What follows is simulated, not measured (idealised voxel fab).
Module name: voxel capacitor over wiring (process module)
cross-section cut | 205 nm wide | cells 5 nm
Format of a cross-section: grid, square cells. Given as bands. Order: top down. Band: one or more rows of cells.
In this notation a band is specified by the heights of its top and bottom, in that order and in nm, after which its materials appear from left to right, each paired with its width in nm. The word "everywhere" attached to a single material means that material fills the band from edge to edge; the word "air" stands for empty space.
For the purposes of this specification, 0 denotes the height below which the wafer in its as-received condition is composed wholly of one material, and the lowermost band, lacking a lower limit, extends downward without end, as expressed in "0 nm and below".
Read "30..40" as a graded width: first number on top, second number at the bottom, same change between each pair of neighbouring rows.
"stayed the same" for a step: no cell of the cross-section changed in that step.
Entry "Sealed internal voids". Content: empty spaces with no open connection to the top, size 8 cells or greater. Each: width x height at distance. Distance: from left edge. Unit: nm.
On a step's line, text after the settings is the simulator commenting on that step.
overlay nm: mask right of planned place by this much (step with mask). Neg. = left.
**plan**
1: RECEIVE: material Si
2: CONFORMAL_DEP: material SiO2, thk nm 10
3: CONFORMAL_DEP: material SiN, thk nm 5
4: DIRECTIONAL_DEP: material lowk, thk nm 20
5: DIRECTIONAL_DEP: material aC, thk nm 10
6: PATTERN: tone open, mask id METAL_1, material resist, width nm 20, pitch nm 70, thk nm 25, overlay nm 0
7: DIRECTIONAL_ETCH: etch materials aC, depth nm 10
8: STRIP: etch materials resist
9: DIRECTIONAL_ETCH: etch materials lowk, depth nm 20
10: DIRECTIONAL_ETCH: etch materials SiN, depth nm 5
11: STRIP: etch materials aC
12: CONFORMAL_DEP: material TiN, thk nm 5
13: FILL_DEP: material Cu, thk nm 10
14: CMP: height nm 35
15: CONFORMAL_DEP: material SiCN, thk nm 5
16: DIRECTIONAL_DEP: material SiO2, thk nm 15
17: DIRECTIONAL_DEP: material aC, thk nm 15
18: PATTERN: tone open, mask id PLUG_1, material resist, width nm 15, thk nm 30, overlay nm 0
19: DIRECTIONAL_ETCH: etch materials aC, depth nm 15
20: STRIP: etch materials resist
21: DIRECTIONAL_ETCH: etch materials SiO2, depth nm 15
22: DIRECTIONAL_ETCH: etch materials SiCN, depth nm 5
23: STRIP: etch materials aC
24: EPI: material Ru, thk nm 10
25: EPI: material Ru, thk nm 10
26: DIRECTIONAL_DEP: material TiN, thk nm 10
27: DIRECTIONAL_DEP: material SiN, thk nm 5
28: DIRECTIONAL_DEP: material TiN, thk nm 10
29: DIRECTIONAL_DEP: material aC, thk nm 15
30: PATTERN: tone cover, mask id UPPER_PLATE, material resist, width nm 55, thk nm 35, overlay nm 0
31: DIRECTIONAL_ETCH: etch materials aC, depth nm 15
32: STRIP: etch materials resist
33: DIRECTIONAL_ETCH: etch materials TiN, depth nm 10
34: DIRECTIONAL_ETCH: etch materials SiN, depth nm 5
35: STRIP: etch materials aC
36: MASKED_ETCH: tone cover, mask id LOWER_PLATE, width nm 65, etch materials TiN, depth nm 10, overlay nm 0
37: FILL_DEP: material SiO2, thk nm 20
38: CMP: height nm 95
39: MASKED_ETCH: tone open, mask id PLUG_2, width nm 15, etch materials SiO2, depth nm 15, overlay nm 0
40: CONFORMAL_DEP: material TiN, thk nm 5
41: FILL_DEP: material Cu, thk nm 5
42: CMP: height nm 95
43: CONFORMAL_DEP: material SiCN, thk nm 5
**Of two wafers, the first: run according to plan**
**As-received wafer cross-section (after step 1)**
	0 nm and below: Si everywhere
	Sealed internal voids: none
**Once step 2 is through, the wafer looks like this in cross-section**
	10 nm to 0 nm: SiO2 everywhere
	Whatever lies below 0 is exactly as it was before.
**Once step 3 is through, the wafer looks like this in cross-section**
	15 nm to 10 nm: SiN everywhere
	Whatever lies below 10 is exactly as it was before.
**Once step 4 is through, the wafer looks like this in cross-section**
	35 nm to 15 nm: lowk everywhere
	Whatever lies below 15 is exactly as it was before.
**Once step 5 is through, the wafer looks like this in cross-section**
	45 nm to 35 nm: aC everywhere
	Whatever lies below 35 is exactly as it was before.
**Once step 6 is through, the wafer looks like this in cross-section**
	70 nm to 45 nm: resist 55 nm, air 20 nm, resist 50 nm, air 20 nm, resist 60 nm
	Whatever lies below 45 is exactly as it was before.
**Once step 7 is through, the wafer looks like this in cross-section**
	60 nm to 45 nm: resist 55 nm, air 20 nm, resist 50 nm, air 20 nm, resist 60 nm
	45 nm to 35 nm: aC 55 nm, air 20 nm, aC 50 nm, air 20 nm, aC 60 nm
	Whatever lies below 35 is exactly as it was before.
**Once step 8 is through, the wafer looks like this in cross-section**
	45 nm to 35 nm: aC 55 nm, air 20 nm, aC 50 nm, air 20 nm, aC 60 nm
	Whatever lies below 35 is exactly as it was before.
**Once step 9 is through, the wafer looks like this in cross-section**
	45 nm to 35 nm: aC 55 nm, air 20 nm, aC 50 nm, air 20 nm, aC 60 nm
	35 nm to 15 nm: lowk 55 nm, air 20 nm, lowk 50 nm, air 20 nm, lowk 60 nm
	Whatever lies below 15 is exactly as it was before.
**Once step 10 is through, the wafer looks like this in cross-section**
	45 nm to 35 nm: aC 55 nm, air 20 nm, aC 50 nm, air 20 nm, aC 60 nm
	35 nm to 15 nm: lowk 55 nm, air 20 nm, lowk 50 nm, air 20 nm, lowk 60 nm
	15 nm to 10 nm: SiN 55 nm, air 20 nm, SiN 50 nm, air 20 nm, SiN 60 nm
	Whatever lies below 10 is exactly as it was before.
**Once step 11 is through, the wafer looks like this in cross-section**
	35 nm to 15 nm: lowk 55 nm, air 20 nm, lowk 50 nm, air 20 nm, lowk 60 nm
	Whatever lies below 15 is exactly as it was before.
**Once step 12 is through, the wafer looks like this in cross-section**
	40 nm to 35 nm: TiN 60 nm, air 10 nm, TiN 60 nm, air 10 nm, TiN 65 nm
	35 nm to 15 nm: lowk 55 nm, TiN 5 nm, air 10 nm, TiN 5 nm, lowk 50 nm, TiN 5 nm, air 10 nm, TiN 5 nm, lowk 60 nm
	15 nm to 10 nm: SiN 55 nm, TiN 20 nm, SiN 50 nm, TiN 20 nm, SiN 60 nm
	Whatever lies below 10 is exactly as it was before.
**Once step 13 is through, the wafer looks like this in cross-section**
	50 nm to 40 nm: Cu everywhere
	40 nm to 35 nm: TiN 60 nm, Cu 10 nm, TiN 60 nm, Cu 10 nm, TiN 65 nm
	35 nm to 15 nm: lowk 55 nm, TiN 5 nm, Cu 10 nm, TiN 5 nm, lowk 50 nm, TiN 5 nm, Cu 10 nm, TiN 5 nm, lowk 60 nm
	Whatever lies below 15 is exactly as it was before.
**Once step 14 is through, the wafer looks like this in cross-section**
	35 nm to 15 nm: lowk 55 nm, TiN 5 nm, Cu 10 nm, TiN 5 nm, lowk 50 nm, TiN 5 nm, Cu 10 nm, TiN 5 nm, lowk 60 nm
	Whatever lies below 15 is exactly as it was before.
**Once step 15 is through, the wafer looks like this in cross-section**
	40 nm to 35 nm: SiCN everywhere
	Whatever lies below 35 is exactly as it was before.
**Once step 16 is through, the wafer looks like this in cross-section**
	55 nm to 40 nm: SiO2 everywhere
	Whatever lies below 40 is exactly as it was before.
**Once step 17 is through, the wafer looks like this in cross-section**
	70 nm to 55 nm: aC everywhere
	Whatever lies below 55 is exactly as it was before.
**Once step 18 is through, the wafer looks like this in cross-section**
	100 nm to 70 nm: resist 60 nm, air 15 nm, resist 130 nm
	Whatever lies below 70 is exactly as it was before.
**Once step 19 is through, the wafer looks like this in cross-section**
	85 nm to 70 nm: resist 60 nm, air 15 nm, resist 130 nm
	70 nm to 55 nm: aC 60 nm, air 15 nm, aC 130 nm
	Whatever lies below 55 is exactly as it was before.
**Once step 20 is through, the wafer looks like this in cross-section**
	70 nm to 55 nm: aC 60 nm, air 15 nm, aC 130 nm
	Whatever lies below 55 is exactly as it was before.
**Once step 21 is through, the wafer looks like this in cross-section**
	70 nm to 55 nm: aC 60 nm, air 15 nm, aC 130 nm
	55 nm to 40 nm: SiO2 60 nm, air 15 nm, SiO2 130 nm
	Whatever lies below 40 is exactly as it was before.
**Once step 22 is through, the wafer looks like this in cross-section**
	70 nm to 55 nm: aC 60 nm, air 15 nm, aC 130 nm
	55 nm to 40 nm: SiO2 60 nm, air 15 nm, SiO2 130 nm
	40 nm to 35 nm: SiCN 60 nm, air 15 nm, SiCN 130 nm
	Whatever lies below 35 is exactly as it was before.
**Once step 23 is through, the wafer looks like this in cross-section**
	55 nm to 40 nm: SiO2 60 nm, air 15 nm, SiO2 130 nm
	Whatever lies below 40 is exactly as it was before.
**Once step 24 is through, the wafer looks like this in cross-section**
	55 nm to 45 nm: SiO2 60 nm, air 15 nm, SiO2 130 nm
	45 nm to 40 nm: SiO2 60 nm, Ru 15 nm, SiO2 130 nm
	40 nm to 35 nm: SiCN 60 nm, Ru 15 nm, SiCN 130 nm
	Whatever lies below 35 is exactly as it was before.
**Once step 25 is through, the wafer looks like this in cross-section**
	55 nm to 40 nm: SiO2 60 nm, Ru 15 nm, SiO2 130 nm
	Whatever lies below 40 is exactly as it was before.
**Once step 26 is through, the wafer looks like this in cross-section**
	65 nm to 55 nm: TiN everywhere
	Whatever lies below 55 is exactly as it was before.
**Once step 27 is through, the wafer looks like this in cross-section**
	70 nm to 65 nm: SiN everywhere
	Whatever lies below 65 is exactly as it was before.
**Once step 28 is through, the wafer looks like this in cross-section**
	80 nm to 70 nm: TiN everywhere
	Whatever lies below 70 is exactly as it was before.
**Once step 29 is through, the wafer looks like this in cross-section**
	95 nm to 80 nm: aC everywhere
	Whatever lies below 80 is exactly as it was before.
**Once step 30 is through, the wafer looks like this in cross-section**
	130 nm to 95 nm: air 60 nm, resist 55 nm, air 90 nm
	Whatever lies below 95 is exactly as it was before.
**Once step 31 is through, the wafer looks like this in cross-section**
	115 nm to 95 nm: air 60 nm, resist 55 nm, air 90 nm
	95 nm to 80 nm: air 60 nm, aC 55 nm, air 90 nm
	Whatever lies below 80 is exactly as it was before.
**Once step 32 is through, the wafer looks like this in cross-section**
	95 nm to 80 nm: air 60 nm, aC 55 nm, air 90 nm
	Whatever lies below 80 is exactly as it was before.
**Once step 33 is through, the wafer looks like this in cross-section**
	95 nm to 80 nm: air 60 nm, aC 55 nm, air 90 nm
	80 nm to 70 nm: air 60 nm, TiN 55 nm, air 90 nm
	Whatever lies below 70 is exactly as it was before.
**Once step 34 is through, the wafer looks like this in cross-section**
	95 nm to 80 nm: air 60 nm, aC 55 nm, air 90 nm
	80 nm to 70 nm: air 60 nm, TiN 55 nm, air 90 nm
	70 nm to 65 nm: air 60 nm, SiN 55 nm, air 90 nm
	Whatever lies below 65 is exactly as it was before.
**Once step 35 is through, the wafer looks like this in cross-section**
	80 nm to 70 nm: air 60 nm, TiN 55 nm, air 90 nm
	Whatever lies below 70 is exactly as it was before.
**Once step 36 is through, the wafer looks like this in cross-section**
	80 nm to 70 nm: air 60 nm, TiN 55 nm, air 90 nm
	70 nm to 65 nm: air 60 nm, SiN 55 nm, air 90 nm
	65 nm to 55 nm: air 55 nm, TiN 65 nm, air 85 nm
	Whatever lies below 55 is exactly as it was before.
**Once step 37 is through, the wafer looks like this in cross-section**
	100 nm to 80 nm: SiO2 everywhere
	80 nm to 70 nm: SiO2 60 nm, TiN 55 nm, SiO2 90 nm
	70 nm to 65 nm: SiO2 60 nm, SiN 55 nm, SiO2 90 nm
	65 nm to 55 nm: SiO2 55 nm, TiN 65 nm, SiO2 85 nm
	Whatever lies below 55 is exactly as it was before.
**Once step 38 is through, the wafer looks like this in cross-section**
	95 nm to 80 nm: SiO2 everywhere
	Whatever lies below 80 is exactly as it was before.
**Once step 39 is through, the wafer looks like this in cross-section**
	95 nm to 80 nm: SiO2 70 nm, air 15 nm, SiO2 120 nm
	Whatever lies below 80 is exactly as it was before.
**Once step 40 is through, the wafer looks like this in cross-section**
	100 nm to 95 nm: TiN 75 nm, air 5 nm, TiN 125 nm
	95 nm to 85 nm: SiO2 70 nm, TiN 5 nm, air 5 nm, TiN 5 nm, SiO2 120 nm
	85 nm to 80 nm: SiO2 70 nm, TiN 15 nm, SiO2 120 nm
	Whatever lies below 80 is exactly as it was before.
**Once step 41 is through, the wafer looks like this in cross-section**
	105 nm to 100 nm: Cu everywhere
	100 nm to 95 nm: TiN 75 nm, Cu 5 nm, TiN 125 nm
	95 nm to 85 nm: SiO2 70 nm, TiN 5 nm, Cu 5 nm, TiN 5 nm, SiO2 120 nm
	Whatever lies below 85 is exactly as it was before.
**Once step 42 is through, the wafer looks like this in cross-section**
	95 nm to 85 nm: SiO2 70 nm, TiN 5 nm, Cu 5 nm, TiN 5 nm, SiO2 120 nm
	Whatever lies below 85 is exactly as it was before.
**Once step 43 is through, the wafer looks like this in cross-section**
	100 nm to 95 nm: SiCN everywhere
	Whatever lies below 95 is exactly as it was before.
**Wafer two of the pair: same origin, same plan, one error during the run; identical to wafer one up to and including step 2**
Planned end of step 3: second wafer, cross-section: stayed the same
**Planned end of step 4: second wafer, cross-section**
	30 nm to 10 nm: lowk everywhere
	Whatever lies below 10 is exactly as it was before.
**Planned end of step 5: second wafer, cross-section**
	40 nm to 30 nm: aC everywhere
	Whatever lies below 30 is exactly as it was before.
**Planned end of step 6: second wafer, cross-section**
	65 nm to 40 nm: resist 55 nm, air 20 nm, resist 50 nm, air 20 nm, resist 60 nm
	Whatever lies below 40 is exactly as it was before.
**Planned end of step 7: second wafer, cross-section**
	55 nm to 40 nm: resist 55 nm, air 20 nm, resist 50 nm, air 20 nm, resist 60 nm
	40 nm to 30 nm: aC 55 nm, air 20 nm, aC 50 nm, air 20 nm, aC 60 nm
	Whatever lies below 30 is exactly as it was before.
**Planned end of step 8: second wafer, cross-section**
	40 nm to 30 nm: aC 55 nm, air 20 nm, aC 50 nm, air 20 nm, aC 60 nm
	Whatever lies below 30 is exactly as it was before.
**Planned end of step 9: second wafer, cross-section**
	40 nm to 30 nm: aC 55 nm, air 20 nm, aC 50 nm, air 20 nm, aC 60 nm
	30 nm to 10 nm: lowk 55 nm, air 20 nm, lowk 50 nm, air 20 nm, lowk 60 nm
	Whatever lies below 10 is exactly as it was before.
Planned end of step 10: second wafer, cross-section: stayed the same
**Planned end of step 11: second wafer, cross-section**
	30 nm to 10 nm: lowk 55 nm, air 20 nm, lowk 50 nm, air 20 nm, lowk 60 nm
	Whatever lies below 10 is exactly as it was before.
**Planned end of step 12: second wafer, cross-section**
	35 nm to 30 nm: TiN 60 nm, air 10 nm, TiN 60 nm, air 10 nm, TiN 65 nm
	30 nm to 15 nm: lowk 55 nm, TiN 5 nm, air 10 nm, TiN 5 nm, lowk 50 nm, TiN 5 nm, air 10 nm, TiN 5 nm, lowk 60 nm
	15 nm to 10 nm: lowk 55 nm, TiN 20 nm, lowk 50 nm, TiN 20 nm, lowk 60 nm
	Whatever lies below 10 is exactly as it was before.
**Planned end of step 13: second wafer, cross-section**
	45 nm to 35 nm: Cu everywhere
	35 nm to 30 nm: TiN 60 nm, Cu 10 nm, TiN 60 nm, Cu 10 nm, TiN 65 nm
	30 nm to 15 nm: lowk 55 nm, TiN 5 nm, Cu 10 nm, TiN 5 nm, lowk 50 nm, TiN 5 nm, Cu 10 nm, TiN 5 nm, lowk 60 nm
	Whatever lies below 15 is exactly as it was before.
**Planned end of step 14: second wafer, cross-section**
	35 nm to 30 nm: TiN 60 nm, Cu 10 nm, TiN 60 nm, Cu 10 nm, TiN 65 nm
	Whatever lies below 30 is exactly as it was before.
**Planned end of step 15: second wafer, cross-section**
	40 nm to 35 nm: SiCN everywhere
	Whatever lies below 35 is exactly as it was before.
**Planned end of step 16: second wafer, cross-section**
	55 nm to 40 nm: SiO2 everywhere
	Whatever lies below 40 is exactly as it was before.
**Planned end of step 17: second wafer, cross-section**
	70 nm to 55 nm: aC everywhere
	Whatever lies below 55 is exactly as it was before.
**Planned end of step 18: second wafer, cross-section**
	100 nm to 70 nm: resist 60 nm, air 15 nm, resist 130 nm
	Whatever lies below 70 is exactly as it was before.
**Planned end of step 19: second wafer, cross-section**
	85 nm to 70 nm: resist 60 nm, air 15 nm, resist 130 nm
	70 nm to 55 nm: aC 60 nm, air 15 nm, aC 130 nm
	Whatever lies below 55 is exactly as it was before.
**Planned end of step 20: second wafer, cross-section**
	70 nm to 55 nm: aC 60 nm, air 15 nm, aC 130 nm
	Whatever lies below 55 is exactly as it was before.
**Planned end of step 21: second wafer, cross-section**
	70 nm to 55 nm: aC 60 nm, air 15 nm, aC 130 nm
	55 nm to 40 nm: SiO2 60 nm, air 15 nm, SiO2 130 nm
	Whatever lies below 40 is exactly as it was before.
**Planned end of step 22: second wafer, cross-section**
	70 nm to 55 nm: aC 60 nm, air 15 nm, aC 130 nm
	55 nm to 40 nm: SiO2 60 nm, air 15 nm, SiO2 130 nm
	40 nm to 35 nm: SiCN 60 nm, air 15 nm, SiCN 130 nm
	Whatever lies below 35 is exactly as it was before.
**Planned end of step 23: second wafer, cross-section**
	55 nm to 40 nm: SiO2 60 nm, air 15 nm, SiO2 130 nm
	Whatever lies below 40 is exactly as it was before.
**Planned end of step 24: second wafer, cross-section**
	55 nm to 45 nm: SiO2 60 nm, air 15 nm, SiO2 130 nm
	45 nm to 40 nm: SiO2 60 nm, Ru 15 nm, SiO2 130 nm
	40 nm to 35 nm: SiCN 60 nm, Ru 15 nm, SiCN 130 nm
	Whatever lies below 35 is exactly as it was before.
**Planned end of step 25: second wafer, cross-section**
	55 nm to 40 nm: SiO2 60 nm, Ru 15 nm, SiO2 130 nm
	Whatever lies below 40 is exactly as it was before.
**Planned end of step 26: second wafer, cross-section**
	65 nm to 55 nm: TiN everywhere
	Whatever lies below 55 is exactly as it was before.
**Planned end of step 27: second wafer, cross-section**
	70 nm to 65 nm: SiN everywhere
	Whatever lies below 65 is exactly as it was before.
**Planned end of step 28: second wafer, cross-section**
	80 nm to 70 nm: TiN everywhere
	Whatever lies below 70 is exactly as it was before.
**Planned end of step 29: second wafer, cross-section**
	95 nm to 80 nm: aC everywhere
	Whatever lies below 80 is exactly as it was before.
**Planned end of step 30: second wafer, cross-section**
	130 nm to 95 nm: air 60 nm, resist 55 nm, air 90 nm
	Whatever lies below 95 is exactly as it was before.
**Planned end of step 31: second wafer, cross-section**
	115 nm to 95 nm: air 60 nm, resist 55 nm, air 90 nm
	95 nm to 80 nm: air 60 nm, aC 55 nm, air 90 nm
	Whatever lies below 80 is exactly as it was before.
**Planned end of step 32: second wafer, cross-section**
	95 nm to 80 nm: air 60 nm, aC 55 nm, air 90 nm
	Whatever lies below 80 is exactly as it was before.
**Planned end of step 33: second wafer, cross-section**
	95 nm to 80 nm: air 60 nm, aC 55 nm, air 90 nm
	80 nm to 70 nm: air 60 nm, TiN 55 nm, air 90 nm
	Whatever lies below 70 is exactly as it was before.
**Planned end of step 34: second wafer, cross-section**
	95 nm to 80 nm: air 60 nm, aC 55 nm, air 90 nm
	80 nm to 70 nm: air 60 nm, TiN 55 nm, air 90 nm
	70 nm to 65 nm: air 60 nm, SiN 55 nm, air 90 nm
	Whatever lies below 65 is exactly as it was before.
**Planned end of step 35: second wafer, cross-section**
	80 nm to 70 nm: air 60 nm, TiN 55 nm, air 90 nm
	Whatever lies below 70 is exactly as it was before.
**Planned end of step 36: second wafer, cross-section**
	80 nm to 70 nm: air 60 nm, TiN 55 nm, air 90 nm
	70 nm to 65 nm: air 60 nm, SiN 55 nm, air 90 nm
	65 nm to 55 nm: air 55 nm, TiN 65 nm, air 85 nm
	Whatever lies below 55 is exactly as it was before.
**Planned end of step 37: second wafer, cross-section**
	100 nm to 80 nm: SiO2 everywhere
	80 nm to 70 nm: SiO2 60 nm, TiN 55 nm, SiO2 90 nm
	70 nm to 65 nm: SiO2 60 nm, SiN 55 nm, SiO2 90 nm
	65 nm to 55 nm: SiO2 55 nm, TiN 65 nm, SiO2 85 nm
	Whatever lies below 55 is exactly as it was before.
**Planned end of step 38: second wafer, cross-section**
	95 nm to 80 nm: SiO2 everywhere
	Whatever lies below 80 is exactly as it was before.
**Planned end of step 39: second wafer, cross-section**
	95 nm to 80 nm: SiO2 70 nm, air 15 nm, SiO2 120 nm
	Whatever lies below 80 is exactly as it was before.
**Planned end of step 40: second wafer, cross-section**
	100 nm to 95 nm: TiN 75 nm, air 5 nm, TiN 125 nm
	95 nm to 85 nm: SiO2 70 nm, TiN 5 nm, air 5 nm, TiN 5 nm, SiO2 120 nm
	85 nm to 80 nm: SiO2 70 nm, TiN 15 nm, SiO2 120 nm
	Whatever lies below 80 is exactly as it was before.
**Planned end of step 41: second wafer, cross-section**
	105 nm to 100 nm: Cu everywhere
	100 nm to 95 nm: TiN 75 nm, Cu 5 nm, TiN 125 nm
	95 nm to 85 nm: SiO2 70 nm, TiN 5 nm, Cu 5 nm, TiN 5 nm, SiO2 120 nm
	Whatever lies below 85 is exactly as it was before.
**Planned end of step 42: second wafer, cross-section**
	95 nm to 85 nm: SiO2 70 nm, TiN 5 nm, Cu 5 nm, TiN 5 nm, SiO2 120 nm
	Whatever lies below 85 is exactly as it was before.
**Planned end of step 43: second wafer, cross-section**
	100 nm to 95 nm: SiCN everywhere
	Whatever lies below 95 is exactly as it was before.
Heads up, the wafer didn't run the way we planned it: plan step 3 skipped
at the end the second wafer has, in cells: -33 SiN, +33 TiN
